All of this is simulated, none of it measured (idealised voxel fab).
The name of this process module is voxel transistor to metal.
We display cut, a cross-section 140 nm in width whose square cells are each 5 nm.
Cross-section format: a grid of square cells, given as bands from top to bottom; each band is one or more rows of cells. Heights first: top, then bottom, in nm. Then materials, left to right, each with a width in nm. "edge to edge" on a single material: fills the band edge to edge. "air": empty space. Height is counted from the level 0, under which the received wafer is composed throughout of one material. The lowest of the bands is not closed at the bottom but continues downward, in the notation "0 down". The two numbers in a width such as "30..40" mark its ends across the band: the first belongs to the top row of cells, the second to the bottom row, and from each row to the next the width moves by the same amount. Basically "all unchanged" means that step didn't change any cell in the cross-section. This entry, "Non-vented voids", enumerates those empty regions of no fewer than 8 cells that possess no open connection to the top. Each region is reported in the form width x height at distance, the distance being taken from the left edge, with all three quantities expressed in nm. Where a step's line continues beyond its settings, the continuation is a remark by the simulator itself on that step. overlay nm: on a step with a mask, how far right of its planned place the mask lay; negative means left.

This section lists the process steps that were planned:
1,RECEIVE [material Si]
2,OXIDIZE [depth nm 5]
3,CONFORMAL_DEP [material SiN] [thk nm 10]
4,MASKED_ETCH [tone cover] [mask id ACTIVE] [width nm 105] [etch materials SiN] [depth nm 10] [overlay nm 0]
5,MASKED_ETCH [tone cover] [mask id ACTIVE] [width nm 105] [etch materials SiO2] [depth nm 5] [overlay nm 0]
6,MASKED_ETCH [tone cover] [mask id ACTIVE] [width nm 105] [etch materials Si] [depth nm 30] [overlay nm 0]
7,OXIDIZE [depth nm 5]
8,FILL_DEP [material SiO2] [thk nm 15]
9,CMP [height nm 10]
10,SELECTIVE_ETCH [etch materials SiO2] [depth nm 5]
11,STRIP [etch materials SiN]
12,SELECTIVE_ETCH [etch materials SiO2] [depth nm 5]
13,OXIDIZE [depth nm 5]
14,DIRECTIONAL_DEP [material polySi] [thk nm 20]
15,DIRECTIONAL_DEP [material SiCN] [thk nm 15]
16,DIRECTIONAL_DEP [material aC] [thk nm 10]
17,PATTERN [tone cover] [mask id GATE] [material resist] [width nm 25] [thk nm 25] [overlay nm 0]
18,DIRECTIONAL_ETCH [etch materials aC] [depth nm 10]
19,STRIP [etch materials resist]
20,DIRECTIONAL_ETCH [etch materials SiCN] [depth nm 25]
21,DIRECTIONAL_ETCH [etch materials polySi] [depth nm 30]
22,STRIP [etch materials aC]
23,CONFORMAL_DEP [material SiN] [thk nm 5]
24,DIRECTIONAL_ETCH [etch materials SiN] [depth nm 5]
25,DIRECTIONAL_ETCH [etch materials SiO2] [depth nm 5]
26,DIRECTIONAL_ETCH [etch materials Si] [depth nm 5]
27,EPI [material pSi] [thk nm 10]
28,FILL_DEP [material SiO2] [thk nm 10]
29,CMP [height nm 15]
30,STRIP [etch materials polySi]
31,SELECTIVE_ETCH [etch materials SiO2] [depth nm 5]
32,CONFORMAL_DEP [material HfO2] [thk nm 5]
33,CONFORMAL_DEP [material TiN] [thk nm 5]
34,FILL_DEP [material W] [thk nm 5]
35,CMP [height nm 10]
36,DIRECTIONAL_DEP [material SiO2] [thk nm 10]
37,PATTERN [tone open] [mask id CONTACT] [material resist] [width nm 15] [pitch nm 80] [thk nm 15] [overlay nm 0]
38,DIRECTIONAL_ETCH [etch materials SiO2] [depth nm 25]
39,STRIP [etch materials resist]
40,CONFORMAL_DEP [material TiN] [thk nm 5]
41,FILL_DEP [material Ru] [thk nm 10]
42,CMP [height nm 20]
43,CONFORMAL_DEP [material SiCN] [thk nm 5]
44,DIRECTIONAL_DEP [material lowk] [thk nm 20]
45,DIRECTIONAL_DEP [material aC] [thk nm 15]
46,PATTERN [tone open] [mask id METAL_1] [material resist] [width nm 15] [pitch nm 80] [thk nm 30] [overlay nm 0]
47,DIRECTIONAL_ETCH [etch materials aC] [depth nm 15]
48,STRIP [etch materials resist]
49,DIRECTIONAL_ETCH [etch materials lowk] [depth nm 20]
50,DIRECTIONAL_ETCH [etch materials SiCN] [depth nm 5]
51,STRIP [etch materials aC]
52,CONFORMAL_DEP [material TiN] [thk nm 5]
53,FILL_DEP [material Cu] [thk nm 5]
54,CMP [height nm 45]
55,CONFORMAL_DEP [material SiCN] [thk nm 5]
56,DIRECTIONAL_DEP [material lowk] [thk nm 35]
57,PATTERN [tone open] [mask id METAL_2] [material resist] [width nm 15] [pitch nm 80] [thk nm 15] [overlay nm 0]
58,DIRECTIONAL_ETCH [etch materials lowk] [depth nm 20]
59,STRIP [etch materials resist]
60,MASKED_ETCH [tone open] [mask id METAL_2_HOLES] [width nm 15] [pitch nm 80] [etch materials lowk] [depth nm 15] [overlay nm 0]
61,MASKED_ETCH [tone open] [mask id METAL_2_HOLES] [width nm 15] [pitch nm 80] [etch materials SiCN] [depth nm 5] [overlay nm 0]
62,CONFORMAL_DEP [material TiN] [thk nm 5]
63,FILL_DEP [material Ru] [thk nm 10]
64,CMP [height nm 85]
65,CONFORMAL_DEP [material SiCN] [thk nm 5]

Delivered wafer in cross-section: state after step 1:
  0 down: Si edge to edge
  Non-vented voids: none

Module complete - cross-section of the first of two wafers, run according to plan:
  90 to 85: SiCN edge to edge
  85 to 50: 20 of lowk  5 of TiN  5 of Ru  5 of TiN  65 of lowk  5 of TiN  5 of Ru  5 of TiN  25 of lowk
  50 to 45: 20 of SiCN  15 of TiN  65 of SiCN  15 of TiN  25 of SiCN
  45 to 25: 20 of lowk  5 of TiN  5 of Cu  5 of TiN  65 of lowk  5 of TiN  5 of Cu  5 of TiN  25 of lowk
  25 to 20: 20 of SiCN  15 of TiN  65 of SiCN  15 of TiN  25 of SiCN
  20 to 10: 20 of SiO2  5 of TiN  5 of Ru  5 of TiN  65 of SiO2  5 of TiN  5 of Ru  5 of TiN  25 of SiO2
  10 to 0: 20 of SiO2  5 of TiN  5 of Ru  5 of TiN  15 of SiO2  5 of SiN  5 of HfO2  5 of TiN  5 of W  5 of TiN  5 of HfO2  5 of SiN  15 of SiO2  5 of TiN  5 of Ru  5 of TiN  25 of SiO2
  0 to -5: 10 of SiO2  5 of SiN  5 of SiO2  15 of TiN  5 of SiO2  10 of pSi  5 of SiN  5 of HfO2  15 of TiN  5 of HfO2  5 of SiN  10 of pSi  5 of SiO2  15 of TiN  5 of SiO2  5 of SiN  15 of SiO2
  -5 to -10: 15 of SiO2  35 of pSi  35 of HfO2  35 of pSi  20 of SiO2
  -10 to -15: 20 of SiO2  30 of pSi  35 of Si  30 of pSi  25 of SiO2
  -15 to -40: 20 of SiO2  95 of Si  25 of SiO2
  -40 down: Si edge to edge
  Non-vented voids: none

Same start, same plan as the first wafer - but one mistake in the run. Cross-section of the second of the two at the end of the module:
  90 to 85: SiCN edge to edge
  85 to 50: 20 of lowk  5 of TiN  5 of Ru  5 of TiN  65 of lowk  5 of TiN  5 of Ru  5 of TiN  25 of lowk
  50 to 45: 20 of SiCN  15 of TiN  65 of SiCN  15 of TiN  25 of SiCN
  45 to 25: 20 of lowk  5 of TiN  5 of Cu  5 of TiN  65 of lowk  5 of TiN  5 of Cu  5 of TiN  25 of lowk
  25 to 20: 20 of SiCN  15 of TiN  65 of SiCN  15 of TiN  25 of SiCN
  20 to 10: 20 of SiO2  5 of TiN  5 of Ru  5 of TiN  65 of SiO2  5 of TiN  5 of Ru  5 of TiN  25 of SiO2
  10 to 0: 20 of SiO2  5 of TiN  5 of Ru  5 of TiN  15 of SiO2  5 of SiN  25 of SiCN  5 of SiN  15 of SiO2  5 of TiN  5 of Ru  5 of TiN  25 of SiO2
  0 to -5: 10 of SiO2  5 of SiN  5 of SiO2  15 of TiN  5 of SiO2  10 of pSi  5 of SiN  25 of SiCN  5 of SiN  10 of pSi  5 of SiO2  15 of TiN  5 of SiO2  5 of SiN  15 of SiO2
  -5 to -10: 15 of SiO2  35 of pSi  35 of SiO2  35 of pSi  20 of SiO2
  -10 to -15: 20 of SiO2  30 of pSi  35 of Si  30 of pSi  25 of SiO2
  -15 to -40: 20 of SiO2  95 of Si  25 of SiO2
  -40 down: Si edge to edge
  Non-vented voids: none
What broke from the plan during processing? step 14 of the plan was excluded from execution and never run
Final difference in cells, second wafer against first, listed per material as more or fewer: -13 HfO2, +15 SiCN, +7 SiO2, -7 TiN, -2 W
